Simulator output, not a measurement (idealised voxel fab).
process module | voxel ribs on slabs
cross-section cut | 295 nm wide | cells 5 nm
A cross-section is a grid of square cells, given in bands from the top down. A band is one or more rows of cells.
Each band's line starts with the height of the band's top and of its bottom, in nm. Then come its materials from left to right, each with its width in nm. One material with "throughout" fills the band from edge to edge. "air" is empty space.
Height 0 is the level under which the wafer as received is all one material. The lowest band goes on downwards, as in "0 down".
A width such as "30 to 40" changes by the same amount from each row of cells to the next, from the band's top row to its bottom row.
"no change" after a step means that no cell of the cross-section changed.
closed voids: empty space of 8 cells or more with no open way to the top, each as width x height at its distance from the left edge, in nm
after a step's settings: what the simulator itself notes on the step
overlay nm, on a step with a mask: how far to the right of its planned place the mask lay; to the left if negative
plan
1 op RECEIVE | material Si
2 op DIRECTIONAL_DEP | material SiO2 | thk nm 25
3 op DIRECTIONAL_DEP | material SiN | thk nm 20
4 op MASKED_ETCH | tone cover | mask id RIB | width nm 15 | etch materials SiN | depth nm 10 | overlay nm 0
5 op PATTERN | tone cover | mask id SLAB | material resist | width nm 55 | thk nm 15 | overlay nm 0
6 op DIRECTIONAL_ETCH | etch materials SiN | depth nm 10
7 op STRIP | etch materials resist
8 op FILL_DEP | material SiO2 | thk nm 25
9 op CMP | height nm 60
10 op DIRECTIONAL_DEP | material TiN | thk nm 10
11 op DIRECTIONAL_DEP | material aC | thk nm 15
12 op PATTERN | tone cover | mask id HEATER | material resist | width nm 25 | thk nm 30 | overlay nm 0
13 op DIRECTIONAL_ETCH | etch materials aC | depth nm 15
14 op STRIP | etch materials resist
15 op DIRECTIONAL_ETCH | etch materials TiN | depth nm 10
16 op STRIP | etch materials aC
17 op CONFORMAL_DEP | material SiN | thk nm 10
as received, after step 1
  0 down: Si throughout
  closed voids: none
a wafer at the end: this start, this plan, one mistake
  80 to 70: air 125 | SiN 45 | air 125
  70 to 60: SiN 135 | TiN 25 | SiN 135
  60 to 45: SiO2 throughout
  45 to 35: SiO2 140 | SiN 15 | SiO2 140
  35 to 25: SiO2 125 | SiN 45 | SiO2 125
  25 to 0: SiO2 throughout
  0 down: Si throughout
  closed voids: none
what went wrong: step 5 ran as: op PATTERN | tone cover | mask id SLAB | material resist | width nm 45 | thk nm 15 | overlay nm 0
